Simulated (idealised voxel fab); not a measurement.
Process module name: voxel tone inversion
Each square cell in cross-section cut measures 5 nm, and the section as a whole is 200 nm wide.
Cross-sections here: square-cell grids, written as top-down lists of bands, a band being one or more rows of cells.
What a band's entry tells you: where the top is and where the bottom is, as heights in nm, and after that what lies inside, material by material from left to right, each with its width in nm. Empty space is written as the word "air", and a single material marked with the word "everywhere" occupies the band from edge to edge.
Measure heights from 0. That's the level where, below it, the as-received wafer is all one material. The lowest band is bottomless and extends downward; write it as in "z 0 and below".
The two numbers in a width such as "30 to 40" mark its ends across the band: the first belongs to the top row of cells, the second to the bottom row, and from each row to the next the width moves by the same amount.
Given "all unchanged" for a step, no cell of the cross-section differs between before and after that step.
If an empty space has no open way to the top and is at least 8 cells in size, "Sealed void listing" lists it, written width x height at distance, where distance is measured from the left edge and every value is in nm.
Read whatever lies past the settings on a step's line as the simulator's own remark about the step.
What "overlay nm" on a step's line means: if the step has a mask, that mask lay this far to the right of its planned place, or, when the value is negative, to the left.
Process steps - plan
1,op RECEIVE | material Si
2,op CONFORMAL_DEP | material SiN | thk nm 10
3,op DIRECTIONAL_DEP | material aC | thk nm 15
4,op PATTERN | tone cover | mask id POSTS | material resist | width nm 15 | pitch nm 35 | thk nm 20 | overlay nm -15
5,op DIRECTIONAL_ETCH | etch materials aC | depth nm 15
6,op STRIP | etch materials resist
7,op FILL_DEP | material SiO2 | thk nm 10
8,op CMP | height nm 25
9,op STRIP | etch materials aC
The wafers in this document start out alike and differ in the overlay nm applied at step 4; the plan shows the value used for the first wafer.
Cross-sectional view of the first of several wafers in the as-received condition, corresponding to the state following step 1
	z 0 and below  Si everywhere
	Sealed void listing: none
At the end of the module, after its last step, step 9, the first of several wafers appears in cross-section as follows
	z 25 to 10  SiO2=40, air=15, SiO2=20, air=15, SiO2=20, air=15, SiO2=75
	z 10 to 0  SiN everywhere
	z 0 and below  Si everywhere
	Sealed void listing: none
Cross-section, module end, final of several wafers
	z 25 to 10  SiO2=70, air=15, SiO2=20, air=15, SiO2=20, air=15, SiO2=45
	z 10 to 0  SiN everywhere
	z 0 and below  Si everywhere
	Sealed void listing: none
Tabulated below, wafer by wafer, are the end-of-module results: for each material, the number of cells gained (+) or lost (-) relative to the as-received state, followed by the closed voids
overlay nm -15, +80 SiN, +93 SiO2, Sealed void listing: none
overlay nm -10, +80 SiN, +93 SiO2, Sealed void listing: none
overlay nm -5, +80 SiN, +93 SiO2, Sealed void listing: none
overlay nm 0, +80 SiN, +93 SiO2, Sealed void listing: none
overlay nm 5, +80 SiN, +93 SiO2, Sealed void listing: none
overlay nm 10, +80 SiN, +93 SiO2, Sealed void listing: none
overlay nm 15, +80 SiN, +93 SiO2, Sealed void listing: none
